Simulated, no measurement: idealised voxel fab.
process module | voxel self aligned vias
cross-section cut | 280 nm wide | cells 5 nm
A cross-section is a grid of square cells, given in bands from the top down. A band is one or more rows of cells.
Each band's line starts with the height of the band's top and of its bottom, in nm. Then come its materials from left to right, each with its width in nm. One material with "throughout" fills the band from edge to edge. "air" is empty space.
Height 0 is the level under which the wafer as received is all one material. The lowest band goes on downwards, as in "0 down".
A width such as "30 to 40" changes by the same amount from each row of cells to the next, from the band's top row to its bottom row.
"no change" after a step means that no cell of the cross-section changed.
closed voids: empty space of 8 cells or more with no open way to the top, each as width x height at its distance from the left edge, in nm
after a step's settings: what the simulator itself notes on the step
overlay nm, on a step with a mask: how far to the right of its planned place the mask lay; to the left if negative
plan
1 op RECEIVE | material Si
2 op CONFORMAL_DEP | material SiO2 | thk nm 10
3 op CONFORMAL_DEP | material SiCN | thk nm 5
4 op DIRECTIONAL_DEP | material lowk | thk nm 20
5 op DIRECTIONAL_DEP | material aC | thk nm 10
6 op PATTERN | tone open | mask id LINES | material resist | width nm 30 | pitch nm 65 | thk nm 30 | overlay nm 0
7 op DIRECTIONAL_ETCH | etch materials aC | depth nm 10
8 op STRIP | etch materials resist
9 op DIRECTIONAL_ETCH | etch materials lowk | depth nm 20
10 op STRIP | etch materials aC
11 op CONFORMAL_DEP | material TiN | thk nm 5
12 op FILL_DEP | material W | thk nm 10
13 op CMP | height nm 35
14 op SELECTIVE_ETCH | etch materials W Ru TiN | depth nm 5
15 op FILL_DEP | material SiN | thk nm 5
16 op CMP | height nm 35
17 op DIRECTIONAL_DEP | material lowk | thk nm 20
18 op PATTERN | tone open | mask id VIAS | material resist | width nm 40 | thk nm 20 | overlay nm 0
19 op DIRECTIONAL_ETCH | etch materials lowk | depth nm 20
20 op DIRECTIONAL_ETCH | etch materials SiN | depth nm 5
21 op STRIP | etch materials resist
22 op CONFORMAL_DEP | material TiN | thk nm 5
23 op FILL_DEP | material Cu | thk nm 5
24 op CMP | height nm 55
25 op CONFORMAL_DEP | material SiN | thk nm 5
as received, after step 1
  0 down: Si throughout
  closed voids: none
a wafer at the end: this start, this plan, one mistake
  60 to 55: SiN throughout
  55 to 40: Cu 80 | TiN 5 | lowk 40 | TiN 5 | Cu 150
  40 to 35: TiN 85 | lowk 40 | TiN 35 | Cu 20 | TiN 100
  35 to 30: lowk 90 | SiN 30 | lowk 35 | TiN 30 | lowk 95
  30 to 20: lowk 90 | TiN 5 | W 20 | TiN 5 | lowk 35 | TiN 5 | W 20 | TiN 5 | lowk 95
  20 to 15: lowk 90 | TiN 30 | lowk 35 | TiN 30 | lowk 95
  15 to 10: SiCN throughout
  10 to 0: SiO2 throughout
  0 down: Si throughout
  closed voids: none
what went wrong: step 18 ran as: op PATTERN | tone cover | mask id VIAS | material resist | width nm 40 | thk nm 20 | overlay nm 0
